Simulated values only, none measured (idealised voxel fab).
process module | voxel self aligned vias
cross-section cut | 260 nm wide | cells 5 nm
A cross-section is a grid of square cells, given in bands from the top down. A band is one or more rows of cells.
Each band's line starts with the height of the band's top and of its bottom, in nm. Then come its materials from left to right, each with its width in nm. One material with "throughout" fills the band from edge to edge. "air" is empty space.
Height 0 is the level under which the wafer as received is all one material. The lowest band goes on downwards, as in "0 down".
A width such as "30 to 40" changes by the same amount from each row of cells to the next, from the band's top row to its bottom row.
"no change" after a step means that no cell of the cross-section changed.
closed voids: empty space of 8 cells or more with no open way to the top, each as width x height at its distance from the left edge, in nm
after a step's settings: what the simulator itself notes on the step
overlay nm, on a step with a mask: how far to the right of its planned place the mask lay; to the left if negative
plan
1 op RECEIVE | material Si
2 op CONFORMAL_DEP | material SiO2 | thk nm 10
3 op CONFORMAL_DEP | material SiCN | thk nm 5
4 op DIRECTIONAL_DEP | material lowk | thk nm 30
5 op MASKED_ETCH | tone open | mask id LINES | width nm 25 | pitch nm 60 | etch materials lowk | depth nm 30 | overlay nm 0
6 op CONFORMAL_DEP | material TiN | thk nm 5
7 op FILL_DEP | material Ru | thk nm 10
8 op CMP | height nm 45
9 op SELECTIVE_ETCH | etch materials W Ru TiN | depth nm 5
10 op FILL_DEP | material SiN | thk nm 5
11 op CMP | height nm 45
12 op DIRECTIONAL_DEP | material lowk | thk nm 15
13 op PATTERN | tone open | mask id VIAS | material resist | width nm 35 | pitch nm 60 | thk nm 15 | overlay nm 0
14 op DIRECTIONAL_ETCH | etch materials lowk | depth nm 15
15 op DIRECTIONAL_ETCH | etch materials SiN | depth nm 5
16 op STRIP | etch materials resist
17 op CONFORMAL_DEP | material TiN | thk nm 5
18 op FILL_DEP | material Cu | thk nm 10
19 op CMP | height nm 60
20 op CONFORMAL_DEP | material SiCN | thk nm 5
as received, after step 1
  0 down: Si throughout
  closed voids: none
a wafer at the end: this start, this plan, one mistake
  65 to 60: SiCN throughout
  60 to 50: lowk 50 | TiN 5 | Cu 25 | TiN 5 | lowk 25 | TiN 5 | Cu 25 | TiN 5 | lowk 25 | TiN 5 | Cu 25 | TiN 5 | lowk 55
  50 to 45: lowk 50 | TiN 10 | Cu 15 | TiN 10 | lowk 25 | TiN 10 | Cu 15 | TiN 10 | lowk 25 | TiN 10 | Cu 15 | TiN 10 | lowk 55
  45 to 40: lowk 55 | TiN 25 | lowk 35 | TiN 25 | lowk 35 | TiN 25 | lowk 60
  40 to 20: lowk 55 | TiN 5 | Ru 15 | TiN 5 | lowk 35 | TiN 5 | Ru 15 | TiN 5 | lowk 35 | TiN 5 | Ru 15 | TiN 5 | lowk 60
  20 to 15: lowk 55 | TiN 25 | lowk 35 | TiN 25 | lowk 35 | TiN 25 | lowk 60
  15 to 10: SiCN throughout
  10 to 0: TiN throughout
  0 down: Si throughout
  closed voids: none
what went wrong: step 2 ran as: op CONFORMAL_DEP | material TiN | thk nm 10
